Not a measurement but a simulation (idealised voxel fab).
Process module name: voxel lift off
Section cut is 250 nm wide and gridded with 5 nm square cells.
Cross-section, as written here: a square-cell grid given band by band from the top down, where a band holds one or more rows of cells.
Quick guide to a band line: top height, bottom height (nm) up front; then every material left to right with its width in nm. Only one material and it's marked "all across"? Then it fills the band edge to edge. And "empty" just means empty space.
For the purposes of this specification, 0 denotes the height below which the wafer in its as-received condition is composed wholly of one material, and the lowermost band, lacking a lower limit, extends downward without end, as expressed in "from 0 down".
The width entry "30..40" should be interpreted row by row: the top row of cells in the band takes the first number, the bottom row takes the second number, and the change between adjacent rows is uniform throughout.
Reading "no modification" for a step: not a cell of the cross-section changed in it.
Listed in "Entrapped voids": every empty space of 8 or more cells without an open way to the top. Form: width x height at distance, the distance being from the left edge, all in nm.
Whatever follows a step's settings on its line is a remark the simulator itself makes about that step.
overlay nm: right-of-plan distance of the mask on a masked step; negative values mean left-of-plan.

Set out below are the planned steps of the process:
1: RECEIVE: material Si
2: CONFORMAL_DEP: material SiO2, thk nm 10
3: PATTERN: tone open, mask id LINES, material resist, width nm 15, pitch nm 40, thk nm 25, overlay nm 0
4: DIRECTIONAL_DEP: material Ru, thk nm 15
5: STRIP: etch materials resist
6: CONFORMAL_DEP: material SiO2, thk nm 5

As-received wafer cross-section (after step 1):
    from 0 down: Si all across
    Entrapped voids: none

Cross-sectional image of the first of two wafers at the end of the module, the run having proceeded as planned:
    from 30 to 25: empty: 50 / SiO2: 25 / empty: 15 / SiO2: 25 / empty: 15 / SiO2: 25 / empty: 15 / SiO2: 25 / empty: 55
    from 25 to 15: empty: 50 / SiO2: 5 / Ru: 15 / SiO2: 5 / empty: 15 / SiO2: 5 / Ru: 15 / SiO2: 5 / empty: 15 / SiO2: 5 / Ru: 15 / SiO2: 5 / empty: 15 / SiO2: 5 / Ru: 15 / SiO2: 5 / empty: 55
    from 15 to 10: SiO2: 55 / Ru: 15 / SiO2: 25 / Ru: 15 / SiO2: 25 / Ru: 15 / SiO2: 25 / Ru: 15 / SiO2: 60
    from 10 to 0: SiO2 all across
    from 0 down: Si all across
    Entrapped voids: none

Cross-sectional image of the second wafer of the two following completion of the module. Starting state and process plan were the same as for the first wafer; one execution error occurred:
    from 30 to 15: empty: 50 / Ru: 25 / empty: 15 / Ru: 25 / empty: 15 / Ru: 25 / empty: 15 / Ru: 25 / empty: 55
    from 15 to 10: Ru all across
    from 10 to 0: SiO2 all across
    from 0 down: Si all across
    Entrapped voids: none
What was done differently from what was planned? note that step 6 departed from the planned setting and was carried out as CONFORMAL_DEP: material Ru, thk nm 5
Final cells, second wafer relative to first, materials higher or lower: 74 more of Ru | 74 fewer of SiO2
